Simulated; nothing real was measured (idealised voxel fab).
process module | voxel spacer lines
cross-section cut | 300 nm wide | cells 5 nm
A cross-section is a grid of square cells, given in bands from the top down. A band is one or more rows of cells.
Each band's line starts with the height of the band's top and of its bottom, in nm. Then come its materials from left to right, each with its width in nm. One material with "throughout" fills the band from edge to edge. "air" is empty space.
Height 0 is the level under which the wafer as received is all one material. The lowest band goes on downwards, as in "0 down".
A width such as "30 to 40" changes by the same amount from each row of cells to the next, from the band's top row to its bottom row.
"no change" after a step means that no cell of the cross-section changed.
closed voids: empty space of 8 cells or more with no open way to the top, each as width x height at its distance from the left edge, in nm
after a step's settings: what the simulator itself notes on the step
overlay nm, on a step with a mask: how far to the right of its planned place the mask lay; to the left if negative
plan
1 op RECEIVE | material Si
2 op CONFORMAL_DEP | material SiO2 | thk nm 10
3 op DIRECTIONAL_DEP | material polySi | thk nm 15
4 op DIRECTIONAL_DEP | material aC | thk nm 25
5 op PATTERN | tone cover | mask id MANDREL | material resist | width nm 15 | pitch nm 50 | thk nm 30 | overlay nm 0
6 op DIRECTIONAL_ETCH | etch materials aC | depth nm 25
7 op STRIP | etch materials resist
8 op CONFORMAL_DEP | material SiN | thk nm 10
9 op DIRECTIONAL_ETCH | etch materials SiN | depth nm 10
10 op STRIP | etch materials aC
11 op DIRECTIONAL_ETCH | etch materials polySi | depth nm 15
12 op STRIP | etch materials SiN
13 op FILL_DEP | material lowk | thk nm 5
14 op CMP | height nm 25
as received, after step 1
  0 down: Si throughout
  closed voids: none
first wafer at the end, as planned
  25 to 10: lowk 105 | polySi 10 | lowk 15 | polySi 10 | lowk 15 | polySi 10 | lowk 15 | polySi 10 | lowk 110
  10 to 0: SiO2 throughout
  0 down: Si throughout
  closed voids: none
second wafer at the end: like start, like plan, one mistake
  25 to 10: lowk 105 | polySi 10 | lowk 15 | polySi 10 | lowk 15 | polySi 10 | lowk 15 | polySi 10 | lowk 110
  10 to 0: polySi throughout
  0 down: Si throughout
  closed voids: none
what went wrong: step 2 ran as: op CONFORMAL_DEP | material polySi | thk nm 10
at the end the second wafer has, in cells: 120 fewer of SiO2 | 120 more of polySi
